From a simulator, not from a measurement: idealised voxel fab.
The process module that follows is named voxel self aligned contacts.
Square cell edge 5 nm, section width 285 nm, ID cut.
A cross-section is a grid of square cells, given in bands from the top down. A band is one or more rows of cells.
The band entry comprises the height of the band's top followed by the height of its bottom, expressed in nm, and subsequently the band's materials from left to right, each stated together with its width in nm. Where a single material is marked with the word "edge to edge", that material fills the band from edge to edge. The word "air" represents empty space.
Height is counted from the level 0, under which the received wafer is composed throughout of one material. The lowest of the bands is not closed at the bottom but continues downward, in the notation "from 0 down".
You'd read "30->40" like this: the band's top row of cells is as wide as the first number, its bottom row is as wide as the second, and going down, every row changes width by the same amount as the row before did.
It should be understood that the words "remains unaltered", when stated for a given step, signify that the cross-section underwent no change in any of its cells during that step.
Closed empty spaces (no open way to the top) of 8 cells or more are what "Closed void roster" lists, each as width x height at distance from the left edge, nm for all three.
On each step's line, the part that comes after the settings is the simulator's own comment on the step.
"overlay nm" denotes, for a step that has a mask, the displacement of the mask to the right of its planned place, with negative values corresponding to the left.

These are the steps we planned for the process
1: RECEIVE | material Si
2: OXIDIZE | depth nm 5
3: DIRECTIONAL_DEP | material polySi | thk nm 30
4: DIRECTIONAL_DEP | material SiN | thk nm 20
5: MASKED_ETCH | tone cover | mask id GATE | width nm 25 | pitch nm 60 | etch materials SiN | depth nm 20 | overlay nm 0
6: MASKED_ETCH | tone cover | mask id GATE | width nm 25 | pitch nm 60 | etch materials polySi | depth nm 30 | overlay nm 0
7: CONFORMAL_DEP | material SiN | thk nm 5
8: DIRECTIONAL_ETCH | etch materials SiN | depth nm 5
9: FILL_DEP | material SiO2 | thk nm 15
10: CMP | height nm 60
11: DIRECTIONAL_DEP | material aC | thk nm 10
12: PATTERN | tone open | mask id CONTACT | material resist | width nm 45 | thk nm 30 | overlay nm 0
13: DIRECTIONAL_ETCH | etch materials aC | depth nm 10
14: STRIP | etch materials resist
15: DIRECTIONAL_ETCH | etch materials SiO2 | depth nm 65
16: STRIP | etch materials aC
17: CONFORMAL_DEP | material TiN | thk nm 5
18: FILL_DEP | material W | thk nm 10
19: CMP | height nm 60
20: CONFORMAL_DEP | material SiCN | thk nm 5

As-received wafer cross-section (after step 1)
	from 0 down  Si edge to edge
	Closed void roster: none

Here's the cross-section of the first of our two wafers at the end of the module - it ran as planned
	from 65 to 60  SiCN edge to edge
	from 60 to 50  SiO2 120 nm / TiN 5->15 nm / W 35->15 nm / TiN 5->15 nm / SiO2 120 nm
	from 50 to 30  SiO2 95 nm / SiN 35 nm / TiN 5 nm / W 15 nm / TiN 5 nm / SiN 35 nm / SiO2 95 nm
	from 30 to 0  SiO2 95 nm / SiN 5 nm / polySi 25 nm / SiN 5 nm / TiN 5 nm / W 15 nm / TiN 5 nm / SiN 5 nm / polySi 25 nm / SiN 5 nm / SiO2 95 nm
	from 0 to -5  SiO2 130 nm / TiN 25 nm / SiO2 130 nm
	from -5 down  Si edge to edge
	Closed void roster: none

second wafer at the end: like start, like plan, one mistake
	from 65 to 60  SiCN edge to edge
	from 60 to 50  SiO2 115 nm / TiN 5->20 nm / W 45->15 nm / TiN 5->20 nm / SiO2 115 nm
	from 50 to 30  SiO2 95 nm / SiN 35 nm / TiN 5 nm / W 15 nm / TiN 5 nm / SiN 35 nm / SiO2 95 nm
	from 30 to 0  SiO2 95 nm / SiN 5 nm / polySi 25 nm / SiN 5 nm / TiN 5 nm / W 15 nm / TiN 5 nm / SiN 5 nm / polySi 25 nm / SiN 5 nm / SiO2 95 nm
	from 0 to -5  SiO2 130 nm / TiN 25 nm / SiO2 130 nm
	from -5 down  Si edge to edge
	Closed void roster: none
Error vs. plan: in deviation from the planned setting, step 12 was conducted as PATTERN | tone open | mask id CONTACT | material resist | width nm 55 | thk nm 30 | overlay nm 0
FYI, end of process, the second wafer has more or fewer cells of some materials than the first: SiO2 -4, TiN +2, W +2
